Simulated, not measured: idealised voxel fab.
The process module presented herein is designated voxel wiring stack.
FYI the section here is cut, 260 nm wide, cells are 5 nm squares.
How to read a cross-section here: the picture is a grid of square cells, written as bands going from the top down, and any band can span one or more rows of cells. Look at the band entry: it leads with the top's height and the bottom's height in nm. Then it lists the materials left to right, with a width in nm for each. The word "all across" on a single material says that material fills the band edge to edge. The word "empty" is empty space. Measure heights from 0. That's the level where, below it, the as-received wafer is all one material. The lowest band is bottomless and extends downward; write it as in "0 and below". A two-number width, for instance "30 to 40", indicates that the width is equal to the first number in the top row of the band and to the second number in the bottom row, and that it changes by a constant amount per row of cells. You'll sometimes find "identical to before" written for a step, and that's the way of saying that nowhere in the cross-section did a cell change during that step. "Closed void roster" contains a list of empty spaces, each no smaller than 8 cells and without an open way to the top, written in the form width x height at distance with the distance from the left edge and all three in nm. Note: text after step settings on the step line = simulator remark on that step. overlay nm: how far to the right of its planned place the mask lay on this masked step (negative: to the left).

**Process steps - plan**
1: RECEIVE | material Si
2: CONFORMAL_DEP | material SiO2 | thk nm 10
3: DIRECTIONAL_DEP | material TiN | thk nm 5
4: DIRECTIONAL_DEP | material Ru | thk nm 20
5: PATTERN | tone cover | mask id METAL_1 | material resist | width nm 30 | pitch nm 50 | thk nm 20 | overlay nm 0
6: DIRECTIONAL_ETCH | etch materials Ru | depth nm 20
7: DIRECTIONAL_ETCH | etch materials TiN | depth nm 5
8: STRIP | etch materials resist
9: FILL_DEP | material SiO2 | thk nm 5
10: CMP | height nm 35
11: CONFORMAL_DEP | material SiCN | thk nm 5
12: DIRECTIONAL_DEP | material SiO2 | thk nm 10
13: DIRECTIONAL_DEP | material aC | thk nm 10
14: PATTERN | tone open | mask id PLUG_1 | material resist | width nm 15 | pitch nm 50 | thk nm 25 | overlay nm 0
15: DIRECTIONAL_ETCH | etch materials aC | depth nm 10
16: STRIP | etch materials resist
17: DIRECTIONAL_ETCH | etch materials SiO2 | depth nm 10
18: DIRECTIONAL_ETCH | etch materials SiCN | depth nm 5
19: STRIP | etch materials aC
20: EPI | material Ru | thk nm 10
21: EPI | material Ru | thk nm 5
22: DIRECTIONAL_DEP | material TiN | thk nm 5
23: DIRECTIONAL_DEP | material Ru | thk nm 25
24: DIRECTIONAL_DEP | material aC | thk nm 10
25: PATTERN | tone cover | mask id METAL_2 | material resist | width nm 30 | pitch nm 50 | thk nm 30 | overlay nm 0
26: DIRECTIONAL_ETCH | etch materials aC | depth nm 10
27: STRIP | etch materials resist
28: DIRECTIONAL_ETCH | etch materials Ru | depth nm 25
29: DIRECTIONAL_ETCH | etch materials TiN | depth nm 5
30: STRIP | etch materials aC
31: FILL_DEP | material SiO2 | thk nm 10
32: CMP | height nm 80
33: CONFORMAL_DEP | material SiCN | thk nm 5
34: DIRECTIONAL_DEP | material lowk | thk nm 25
35: DIRECTIONAL_DEP | material aC | thk nm 15
36: PATTERN | tone open | mask id METAL_3_HOLES | material resist | width nm 15 | pitch nm 50 | thk nm 35 | overlay nm 0
37: DIRECTIONAL_ETCH | etch materials aC | depth nm 15
38: STRIP | etch materials resist
39: DIRECTIONAL_ETCH | etch materials lowk | depth nm 25
40: STRIP | etch materials aC
41: DIRECTIONAL_DEP | material aC | thk nm 10
42: PATTERN | tone open | mask id METAL_3 | material resist | width nm 30 | pitch nm 50 | thk nm 25 | overlay nm 0
43: DIRECTIONAL_ETCH | etch materials aC | depth nm 10
44: STRIP | etch materials resist
45: DIRECTIONAL_ETCH | etch materials lowk | depth nm 15
46: DIRECTIONAL_ETCH | etch materials SiCN | depth nm 5
47: STRIP | etch materials aC
48: CONFORMAL_DEP | material TiN | thk nm 5
49: FILL_DEP | material Cu | thk nm 5
50: CMP | height nm 110
51: CONFORMAL_DEP | material SiCN | thk nm 5
52: DIRECTIONAL_DEP | material SiO2 | thk nm 15
53: DIRECTIONAL_DEP | material aC | thk nm 10
54: PATTERN | tone open | mask id PLUG_3 | material resist | width nm 15 | pitch nm 50 | thk nm 25 | overlay nm 0
55: DIRECTIONAL_ETCH | etch materials aC | depth nm 5
56: STRIP | etch materials resist
57: DIRECTIONAL_ETCH | etch materials SiO2 | depth nm 15
58: DIRECTIONAL_ETCH | etch materials SiCN | depth nm 5
59: STRIP | etch materials aC
60: EPI | material Ru | thk nm 10
61: EPI | material Ru | thk nm 10
62: DIRECTIONAL_DEP | material TiN | thk nm 5
63: DIRECTIONAL_DEP | material Ru | thk nm 20
64: MASKED_ETCH | tone cover | mask id METAL_4 | width nm 30 | pitch nm 50 | etch materials Ru | depth nm 20 | overlay nm 0
65: MASKED_ETCH | tone cover | mask id METAL_4 | width nm 30 | pitch nm 50 | etch materials TiN | depth nm 5 | overlay nm 0
66: FILL_DEP | material SiO2 | thk nm 5
67: CMP | height nm 155
68: CONFORMAL_DEP | material SiCN | thk nm 5
The value of depth nm given for step 55 in the plan refers to the first wafer; the wafers vary in this setting and are alike at the start.

**Cut through the first of several wafers as received, post step 1**
> 0 and below  Si all across
> Closed void roster: none

**Wafer cross-section (first of several) - module end, post step 68 (last step)**
> 160 down to 155  SiCN all across
> 155 down to 135  40 of SiO2  30 of Ru  20 of SiO2  30 of Ru  20 of SiO2  30 of Ru  20 of SiO2  30 of Ru  40 of SiO2
> 135 down to 130  40 of SiO2  30 of TiN  20 of SiO2  30 of TiN  20 of SiO2  30 of TiN  20 of SiO2  30 of TiN  40 of SiO2
> 130 down to 115  SiO2 all across
> 115 down to 110  SiCN all across
> 110 down to 100  40 of lowk  5 of TiN  20 of Cu  5 of TiN  20 of lowk  5 of TiN  20 of Cu  5 of TiN  20 of lowk  5 of TiN  20 of Cu  5 of TiN  20 of lowk  5 of TiN  20 of Cu  5 of TiN  40 of lowk
> 100 down to 95  40 of lowk  5 of TiN  5 of Cu  20 of TiN  20 of lowk  5 of TiN  5 of Cu  20 of TiN  20 of lowk  5 of TiN  5 of Cu  20 of TiN  20 of lowk  5 of TiN  5 of Cu  20 of TiN  40 of lowk
> 95 down to 85  40 of lowk  5 of TiN  5 of Cu  5 of TiN  35 of lowk  5 of TiN  5 of Cu  5 of TiN  35 of lowk  5 of TiN  5 of Cu  5 of TiN  35 of lowk  5 of TiN  5 of Cu  5 of TiN  55 of lowk
> 85 down to 80  40 of SiCN  15 of TiN  35 of SiCN  15 of TiN  35 of SiCN  15 of TiN  35 of SiCN  15 of TiN  55 of SiCN
> 80 down to 55  40 of SiO2  30 of Ru  20 of SiO2  30 of Ru  20 of SiO2  30 of Ru  20 of SiO2  30 of Ru  40 of SiO2
> 55 down to 50  40 of SiO2  30 of TiN  20 of SiO2  30 of TiN  20 of SiO2  30 of TiN  20 of SiO2  30 of TiN  40 of SiO2
> 50 down to 40  40 of SiO2  15 of Ru  35 of SiO2  15 of Ru  35 of SiO2  15 of Ru  35 of SiO2  15 of Ru  55 of SiO2
> 40 down to 35  40 of SiCN  15 of Ru  35 of SiCN  15 of Ru  35 of SiCN  15 of Ru  35 of SiCN  15 of Ru  55 of SiCN
> 35 down to 15  40 of SiO2  30 of Ru  20 of SiO2  30 of Ru  20 of SiO2  30 of Ru  20 of SiO2  30 of Ru  40 of SiO2
> 15 down to 10  40 of SiO2  30 of TiN  20 of SiO2  30 of TiN  20 of SiO2  30 of TiN  20 of SiO2  30 of TiN  40 of SiO2
> 10 down to 0  SiO2 all across
> 0 and below  Si all across
> Closed void roster: none

**Here's the last wafer cross-sectioned at the end of the module**
> 160 down to 155  SiCN all across
> 155 down to 135  40 of SiO2  30 of Ru  20 of SiO2  30 of Ru  20 of SiO2  30 of Ru  20 of SiO2  30 of Ru  40 of SiO2
> 135 down to 130  40 of SiO2  30 of TiN  20 of SiO2  30 of TiN  20 of SiO2  30 of TiN  20 of SiO2  30 of TiN  40 of SiO2
> 130 down to 115  40 of SiO2  15 of Ru  35 of SiO2  15 of Ru  35 of SiO2  15 of Ru  35 of SiO2  15 of Ru  55 of SiO2
> 115 down to 110  40 of SiCN  15 of Ru  35 of SiCN  15 of Ru  35 of SiCN  15 of Ru  35 of SiCN  15 of Ru  55 of SiCN
> 110 down to 100  40 of lowk  5 of TiN  20 of Cu  5 of TiN  20 of lowk  5 of TiN  20 of Cu  5 of TiN  20 of lowk  5 of TiN  20 of Cu  5 of TiN  20 of lowk  5 of TiN  20 of Cu  5 of TiN  40 of lowk
> 100 down to 95  40 of lowk  5 of TiN  5 of Cu  20 of TiN  20 of lowk  5 of TiN  5 of Cu  20 of TiN  20 of lowk  5 of TiN  5 of Cu  20 of TiN  20 of lowk  5 of TiN  5 of Cu  20 of TiN  40 of lowk
> 95 down to 85  40 of lowk  5 of TiN  5 of Cu  5 of TiN  35 of lowk  5 of TiN  5 of Cu  5 of TiN  35 of lowk  5 of TiN  5 of Cu  5 of TiN  35 of lowk  5 of TiN  5 of Cu  5 of TiN  55 of lowk
> 85 down to 80  40 of SiCN  15 of TiN  35 of SiCN  15 of TiN  35 of SiCN  15 of TiN  35 of SiCN  15 of TiN  55 of SiCN
> 80 down to 55  40 of SiO2  30 of Ru  20 of SiO2  30 of Ru  20 of SiO2  30 of Ru  20 of SiO2  30 of Ru  40 of SiO2
> 55 down to 50  40 of SiO2  30 of TiN  20 of SiO2  30 of TiN  20 of SiO2  30 of TiN  20 of SiO2  30 of TiN  40 of SiO2
> 50 down to 40  40 of SiO2  15 of Ru  35 of SiO2  15 of Ru  35 of SiO2  15 of Ru  35 of SiO2  15 of Ru  55 of SiO2
> 40 down to 35  40 of SiCN  15 of Ru  35 of SiCN  15 of Ru  35 of SiCN  15 of Ru  35 of SiCN  15 of Ru  55 of SiCN
> 35 down to 15  40 of SiO2  30 of Ru  20 of SiO2  30 of Ru  20 of SiO2  30 of Ru  20 of SiO2  30 of Ru  40 of SiO2
> 15 down to 10  40 of SiO2  30 of TiN  20 of SiO2  30 of TiN  20 of SiO2  30 of TiN  20 of SiO2  30 of TiN  40 of SiO2
> 10 down to 0  SiO2 all across
> 0 and below  Si all across
> Closed void roster: none

**For your reference, the table is organized with a row per wafer; each row reflects the wafer at the end of the module, indicating for each material the cells gained (+) or lost (-) since receipt, and thereafter its closed voids**
depth nm 5, +44 Cu, +348 Ru, +184 SiCN, +788 SiO2, +136 TiN, +164 lowk, Closed void roster: none
depth nm 10, +44 Cu, +396 Ru, +172 SiCN, +752 SiO2, +136 TiN, +164 lowk, Closed void roster: none
depth nm 15, +44 Cu, +396 Ru, +172 SiCN, +752 SiO2, +136 TiN, +164 lowk, Closed void roster: none
depth nm 20, +44 Cu, +396 Ru, +172 SiCN, +752 SiO2, +136 TiN, +164 lowk, Closed void roster: none
depth nm 25, +44 Cu, +396 Ru, +172 SiCN, +752 SiO2, +136 TiN, +164 lowk, Closed void roster: none
